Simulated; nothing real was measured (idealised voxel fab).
process module | voxel spacer lines
cross-section cut | 275 nm wide | cells 5 nm
A cross-section is a grid of square cells, given in bands from the top down. A band is one or more rows of cells.
Each band's line starts with the height of the band's top and of its bottom, in nm. Then come its materials from left to right, each with its width in nm. One material with "throughout" fills the band from edge to edge. "air" is empty space.
Height 0 is the level under which the wafer as received is all one material. The lowest band goes on downwards, as in "0 down".
A width such as "30 to 40" changes by the same amount from each row of cells to the next, from the band's top row to its bottom row.
"no change" after a step means that no cell of the cross-section changed.
closed voids: empty space of 8 cells or more with no open way to the top, each as width x height at its distance from the left edge, in nm
after a step's settings: what the simulator itself notes on the step
overlay nm, on a step with a mask: how far to the right of its planned place the mask lay; to the left if negative
plan
1 op RECEIVE | material Si
2 op CONFORMAL_DEP | material SiO2 | thk nm 5
3 op DIRECTIONAL_DEP | material TiN | thk nm 20
4 op DIRECTIONAL_DEP | material polySi | thk nm 30
5 op PATTERN | tone cover | mask id MANDREL | material resist | width nm 15 | pitch nm 60 | thk nm 40 | overlay nm 0
6 op DIRECTIONAL_ETCH | etch materials polySi | depth nm 30
7 op STRIP | etch materials resist
8 op CONFORMAL_DEP | material SiN | thk nm 15
9 op DIRECTIONAL_ETCH | etch materials SiN | depth nm 15
10 op STRIP | etch materials polySi
11 op DIRECTIONAL_ETCH | etch materials TiN | depth nm 20
12 op STRIP | etch materials SiN
as received, after step 1
  0 down: Si throughout
  closed voids: none
a wafer at the end: this start, this plan, one mistake
  25 to 5: air 50 | TiN 15 | air 15 | TiN 15 | air 15 | TiN 15 | air 15 | TiN 15 | air 15 | TiN 15 | air 15 | TiN 15 | air 60
  5 to 0: SiO2 throughout
  0 down: Si throughout
  closed voids: none
what went wrong: step 5 ran as: op PATTERN | tone cover | mask id MANDREL | material resist | width nm 15 | pitch nm 60 | thk nm 40 | overlay nm -5
